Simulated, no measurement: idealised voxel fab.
process module | voxel capacitor over wiring
cross-section cut | 155 nm wide | cells 5 nm
A cross-section is a grid of square cells, given in bands from the top down. A band is one or more rows of cells.
Each band's line starts with the height of the band's top and of its bottom, in nm. Then come its materials from left to right, each with its width in nm. One material with "throughout" fills the band from edge to edge. "air" is empty space.
Height 0 is the level under which the wafer as received is all one material. The lowest band goes on downwards, as in "0 down".
A width such as "30 to 40" changes by the same amount from each row of cells to the next, from the band's top row to its bottom row.
"no change" after a step means that no cell of the cross-section changed.
closed voids: empty space of 8 cells or more with no open way to the top, each as width x height at its distance from the left edge, in nm
after a step's settings: what the simulator itself notes on the step
overlay nm, on a step with a mask: how far to the right of its planned place the mask lay; to the left if negative
plan
1 op RECEIVE | material Si
2 op CONFORMAL_DEP | material SiO2 | thk nm 10
3 op CONFORMAL_DEP | material SiCN | thk nm 5
4 op DIRECTIONAL_DEP | material SiO2 | thk nm 25
5 op MASKED_ETCH | tone open | mask id METAL_1 | width nm 25 | pitch nm 95 | etch materials SiO2 | depth nm 25 | overlay nm 0
6 op MASKED_ETCH | tone open | mask id METAL_1 | width nm 25 | pitch nm 95 | etch materials SiCN | depth nm 5 | overlay nm 0
7 op CONFORMAL_DEP | material TiN | thk nm 5
8 op FILL_DEP | material Cu | thk nm 5
9 op CMP | height nm 40
10 op EPI | material Ru | thk nm 5
11 op FILL_DEP | material SiCN | thk nm 5
12 op DIRECTIONAL_DEP | material SiO2 | thk nm 20
13 op MASKED_ETCH | tone open | mask id PLUG_1 | width nm 15 | etch materials SiO2 | depth nm 20 | overlay nm 0
14 op MASKED_ETCH | tone open | mask id PLUG_1 | width nm 15 | etch materials SiCN | depth nm 5 | overlay nm 0
15 op CONFORMAL_DEP | material TiN | thk nm 5
16 op FILL_DEP | material Ru | thk nm 10
17 op CMP | height nm 70
18 op DIRECTIONAL_DEP | material TiN | thk nm 5
19 op DIRECTIONAL_DEP | material SiN | thk nm 5
20 op DIRECTIONAL_DEP | material TiN | thk nm 5
21 op DIRECTIONAL_DEP | material aC | thk nm 15
22 op PATTERN | tone cover | mask id UPPER_PLATE | material resist | width nm 75 | thk nm 35 | overlay nm 0
23 op DIRECTIONAL_ETCH | etch materials aC | depth nm 15
24 op STRIP | etch materials resist
25 op DIRECTIONAL_ETCH | etch materials TiN | depth nm 5
26 op DIRECTIONAL_ETCH | etch materials SiN | depth nm 5
27 op STRIP | etch materials aC
28 op MASKED_ETCH | tone cover | mask id LOWER_PLATE | width nm 85 | etch materials TiN | depth nm 5 | overlay nm 0
29 op FILL_DEP | material SiO2 | thk nm 20
30 op CMP | height nm 100
31 op MASKED_ETCH | tone open | mask id PLUG_2 | width nm 15 | etch materials SiO2 | depth nm 15 | overlay nm 0
32 op CONFORMAL_DEP | material TiN | thk nm 5
33 op FILL_DEP | material Cu | thk nm 5
34 op CMP | height nm 100
35 op CONFORMAL_DEP | material SiCN | thk nm 5
as received, after step 1
  0 down: Si throughout
  closed voids: none
first wafer at the end, as planned
  105 to 100: SiCN throughout
  100 to 90: SiO2 35 | TiN 5 | Cu 5 | TiN 5 | SiO2 105
  90 to 80: SiO2 35 to 25 | TiN 15 to 75 | SiO2 105 to 55
  80 to 75: SiO2 25 | SiN 75 | SiO2 55
  75 to 70: SiO2 20 | TiN 85 | SiO2 50
  70 to 50: SiO2 25 | TiN 5 | Ru 5 | TiN 5 | SiO2 115
  50 to 45: SiCN 25 | TiN 15 | SiCN 115
  45 to 40: SiCN 10 | Ru 35 | SiCN 60 | Ru 35 | SiCN 15
  40 to 15: SiO2 15 | TiN 5 | Cu 15 | TiN 5 | SiO2 70 | TiN 5 | Cu 15 | TiN 5 | SiO2 20
  15 to 10: SiCN 15 | TiN 25 | SiCN 70 | TiN 25 | SiCN 20
  10 to 0: SiO2 throughout
  0 down: Si throughout
  closed voids: none
second wafer at the end: like start, like plan, one mistake
  105 to 100: SiCN throughout
  100 to 90: SiO2 35 | TiN 5 | Cu 5 | TiN 5 | SiO2 105
  90 to 85: SiO2 35 | TiN 15 | SiO2 105
  85 to 80: SiO2 25 | SiN 75 | SiO2 55
  80 to 75: SiO2 20 | TiN 85 | SiO2 50
  75 to 70: TiN throughout
  70 to 50: SiO2 25 | TiN 5 | Ru 5 | TiN 5 | SiO2 115
  50 to 45: SiCN 25 | TiN 15 | SiCN 115
  45 to 40: SiCN 10 | Ru 35 | SiCN 60 | Ru 35 | SiCN 15
  40 to 15: SiO2 15 | TiN 5 | Cu 15 | TiN 5 | SiO2 70 | TiN 5 | Cu 15 | TiN 5 | SiO2 20
  15 to 10: SiCN 15 | TiN 25 | SiCN 70 | TiN 25 | SiCN 20
  10 to 0: SiO2 throughout
  0 down: Si throughout
  closed voids: none
what went wrong: steps 19 and 20 were swapped
at the end the second wafer has, in cells: 16 fewer of SiO2 | 16 more of TiN
